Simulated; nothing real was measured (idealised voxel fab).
This section sets out a process module, namely voxel capacitor over wiring.
We display cut, a cross-section 155 nm in width whose square cells are each 5 nm.
This document writes a cross-section as a grid whose cells are square, and gives it as bands, listed from the top down; one or more rows of cells form a band.
Heights first: top, then bottom, in nm. Then materials, left to right, each with a width in nm. "edge to edge" on a single material: fills the band edge to edge. "empty": empty space.
Height 0 is the level under which the wafer as received is all one material. The lowest band goes on downwards, as in "0 nm and below".
The notation "30->40" denotes a width that varies across the rows of cells in the band, beginning at the first number in the top row, finishing at the second number in the bottom row, and changing by an identical amount from each row to the next.
"nothing got changed" after a step means that no cell of the cross-section changed.
This entry, "Completely enclosed voids", enumerates those empty regions of no fewer than 8 cells that possess no open connection to the top. Each region is reported in the form width x height at distance, the distance being taken from the left edge, with all three quantities expressed in nm.
Read whatever lies past the settings on a step's line as the simulator's own remark about the step.
overlay nm, on a step with a mask: how far to the right of its planned place the mask lay; to the left if negative
Steps in the process plan
1,RECEIVE,material Si
2,CONFORMAL_DEP,material SiO2,thk nm 15
3,CONFORMAL_DEP,material SiN,thk nm 5
4,DIRECTIONAL_DEP,material SiO2,thk nm 25
5,DIRECTIONAL_DEP,material aC,thk nm 15
6,PATTERN,tone open,mask id METAL_1,material resist,width nm 30,pitch nm 80,thk nm 35,overlay nm 0
7,DIRECTIONAL_ETCH,etch materials aC,depth nm 15
8,STRIP,etch materials resist
9,DIRECTIONAL_ETCH,etch materials SiO2,depth nm 25
10,DIRECTIONAL_ETCH,etch materials SiN,depth nm 5
11,STRIP,etch materials aC
12,CONFORMAL_DEP,material TiN,thk nm 5
13,FILL_DEP,material Ru,thk nm 5
14,CMP,height nm 45
15,CONFORMAL_DEP,material SiCN,thk nm 5
16,DIRECTIONAL_DEP,material lowk,thk nm 15
17,MASKED_ETCH,tone open,mask id PLUG_1,width nm 15,etch materials lowk,depth nm 15,overlay nm 0
18,MASKED_ETCH,tone open,mask id PLUG_1,width nm 15,etch materials SiCN,depth nm 5,overlay nm 0
19,EPI,material Ru,thk nm 10
20,EPI,material Ru,thk nm 10
21,DIRECTIONAL_DEP,material TiN,thk nm 10
22,DIRECTIONAL_DEP,material HfO2,thk nm 5
23,DIRECTIONAL_DEP,material TiN,thk nm 10
24,DIRECTIONAL_DEP,material aC,thk nm 15
25,PATTERN,tone cover,mask id UPPER_PLATE,material resist,width nm 55,thk nm 30,overlay nm 0
26,DIRECTIONAL_ETCH,etch materials aC,depth nm 15
27,STRIP,etch materials resist
28,DIRECTIONAL_ETCH,etch materials TiN,depth nm 10
29,DIRECTIONAL_ETCH,etch materials HfO2,depth nm 5
30,STRIP,etch materials aC
31,DIRECTIONAL_DEP,material aC,thk nm 10
32,PATTERN,tone cover,mask id LOWER_PLATE,material resist,width nm 65,thk nm 30,overlay nm 0
33,DIRECTIONAL_ETCH,etch materials aC,depth nm 10
34,STRIP,etch materials resist
35,DIRECTIONAL_ETCH,etch materials TiN,depth nm 10
36,STRIP,etch materials aC
37,FILL_DEP,material SiO2,thk nm 20
38,CMP,height nm 105
39,MASKED_ETCH,tone open,mask id PLUG_2,width nm 15,etch materials SiO2,depth nm 15,overlay nm 0
40,CONFORMAL_DEP,material TiN,thk nm 5
41,FILL_DEP,material Ru,thk nm 10
42,CMP,height nm 105
43,CONFORMAL_DEP,material SiCN,thk nm 5
For this document, wafers share an identical start and vary in the step 3 thk nm; the plan quotes the first wafer's value.
Here's the first of the wafers in cross-section, just as we got it, i.e. after step 1
	0 nm and below  Si edge to edge
	Completely enclosed voids: none
Depicted here is the first of several wafers in cross-section, at module completion following the last step, step 43
	110 nm to 105 nm  SiCN edge to edge
	105 nm to 95 nm  SiO2 45; TiN 5; Ru 5; TiN 5; SiO2 95
	95 nm to 90 nm  SiO2 45; TiN 15; SiO2 95
	90 nm to 80 nm  SiO2 35; TiN 55; SiO2 65
	80 nm to 75 nm  SiO2 35; HfO2 55; SiO2 65
	75 nm to 65 nm  SiO2 30; TiN 65; SiO2 60
	65 nm to 50 nm  lowk 35; Ru 15; lowk 105
	50 nm to 45 nm  SiCN 35; Ru 15; SiCN 105
	45 nm to 20 nm  SiO2 20; TiN 5; Ru 20; TiN 5; SiO2 50; TiN 5; Ru 20; TiN 5; SiO2 25
	20 nm to 15 nm  SiN 20; TiN 30; SiN 50; TiN 30; SiN 25
	15 nm to 0 nm  SiO2 edge to edge
	0 nm and below  Si edge to edge
	Completely enclosed voids: none
At the end of the module, the last of several wafers in cross-section
	110 nm to 105 nm  SiCN edge to edge
	105 nm to 95 nm  SiO2 45; TiN 5; Ru 5; TiN 5; SiO2 95
	95 nm to 90 nm  SiO2 45; TiN 15; SiO2 95
	90 nm to 80 nm  SiO2 35; TiN 55; SiO2 65
	80 nm to 75 nm  SiO2 35; HfO2 55; SiO2 65
	75 nm to 65 nm  SiO2 30; TiN 65; SiO2 60
	65 nm to 50 nm  lowk 35; Ru 15; lowk 105
	50 nm to 45 nm  SiCN 35; Ru 15; SiCN 105
	45 nm to 35 nm  SiO2 20; TiN 5; Ru 20; TiN 5; SiO2 50; TiN 5; Ru 20; TiN 5; SiO2 25
	35 nm to 30 nm  SiN 20; TiN 30; SiN 50; TiN 30; SiN 25
	30 nm to 15 nm  SiN edge to edge
	15 nm to 0 nm  SiO2 edge to edge
	0 nm and below  Si edge to edge
	Completely enclosed voids: none
Each row below is a wafer at the end of the module, listing for every material the number of cells it has gained (+) or lost (-) since it was received, followed by its closed voids
thk nm 5, +11 HfO2, +54 Ru, +59 SiCN, +19 SiN, +368 SiO2, +87 TiN, +84 lowk, Completely enclosed voids: none
thk nm 10, +11 HfO2, +46 Ru, +59 SiCN, +50 SiN, +349 SiO2, +83 TiN, +84 lowk, Completely enclosed voids: none
thk nm 15, +11 HfO2, +38 Ru, +59 SiCN, +81 SiN, +330 SiO2, +79 TiN, +84 lowk, Completely enclosed voids: none
thk nm 20, +11 HfO2, +30 Ru, +59 SiCN, +112 SiN, +311 SiO2, +75 TiN, +84 lowk, Completely enclosed voids: none
